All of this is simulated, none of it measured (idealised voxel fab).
Documented hereafter: the process module known as voxel quadruple lines.
The width of the displayed cross-section, cut, is 175 nm; its cells are square, with a size of 5 nm.
Cross-sections here: square-cell grids, written as top-down lists of bands, a band being one or more rows of cells. In this notation a band is specified by the heights of its top and bottom, in that order and in nm, after which its materials appear from left to right, each paired with its width in nm. The word "edge to edge" attached to a single material means that material fills the band from edge to edge; the word "empty" stands for empty space. Convention: height 0 is the level below which the wafer, as received, is all one material. The lowest band does not terminate at the bottom but continues downward, represented as "0 nm and below". You'd read "30->40" like this: the band's top row of cells is as wide as the first number, its bottom row is as wide as the second, and going down, every row changes width by the same amount as the row before did. No cell of the cross-section changed in a step that is given as "remained unchanged". Each empty space that has no open way to the top and spans at least 8 cells appears under "Tabulated closed voids" as width x height at distance, the distance counted from the left edge, all in nm. It should be noted that, on the line of a given step, the content following the step's settings is a remark produced by the simulator itself with respect to that step. "overlay nm" on a masked step: distance the mask lay right of its planned place, negative for left.

[The steps planned for the process are as follows]
| 1 | RECEIVE [material Si] |
| 2 | CONFORMAL_DEP [material SiO2] [thk nm 5] |
| 3 | DIRECTIONAL_DEP [material W] [thk nm 15] |
| 4 | DIRECTIONAL_DEP [material polySi] [thk nm 15] |
| 5 | DIRECTIONAL_DEP [material aC] [thk nm 20] |
| 6 | PATTERN [tone cover] [mask id MANDREL] [material resist] [width nm 25] [thk nm 30] [overlay nm 0] |
| 7 | DIRECTIONAL_ETCH [etch materials aC] [depth nm 20] |
| 8 | STRIP [etch materials resist] |
| 9 | CONFORMAL_DEP [material SiO2] [thk nm 15] |
| 10 | DIRECTIONAL_ETCH [etch materials SiO2] [depth nm 15] |
| 11 | STRIP [etch materials aC] |
| 12 | DIRECTIONAL_ETCH [etch materials polySi] [depth nm 15] |
| 13 | STRIP [etch materials SiO2] |
| 14 | CONFORMAL_DEP [material SiCN] [thk nm 5] |
| 15 | DIRECTIONAL_ETCH [etch materials SiCN] [depth nm 5] |
| 16 | STRIP [etch materials polySi] |
| 17 | DIRECTIONAL_ETCH [etch materials W] [depth nm 15] |
| 18 | STRIP [etch materials SiCN] |
| 19 | FILL_DEP [material SiO2] [thk nm 5] |
| 20 | CMP [height nm 20] |

[The cross-section here shows the wafer as received, i.e. in its state after step 1]
> 0 nm and below  Si edge to edge
> Tabulated closed voids: none

[Here's the cross-section of the first of our two wafers at the end of the module - it ran as planned]
> 20 nm to 5 nm  SiO2: 55; W: 5; SiO2: 15; W: 5; SiO2: 15; W: 5; SiO2: 15; W: 5; SiO2: 55
> 5 nm to 0 nm  SiO2 edge to edge
> 0 nm and below  Si edge to edge
> Tabulated closed voids: none

[What the second wafer looks like in cross-section once the module is done. Its start and its plan matched the first wafer's exactly; what differed was one mistake in how it was run]
> 20 nm to 5 nm  SiO2: 70; W: 5; SiO2: 25; W: 5; SiO2: 70
> 5 nm to 0 nm  SiO2 edge to edge
> 0 nm and below  Si edge to edge
> Tabulated closed voids: none
Deviation noted in wafer processing: step 6 did not use the planned setting and instead ran as PATTERN [tone open] [mask id MANDREL] [material resist] [width nm 25] [thk nm 30] [overlay nm 0]
Materials where the second wafer ends with more or fewer cells than the first: 6 more of SiO2; 6 fewer of W
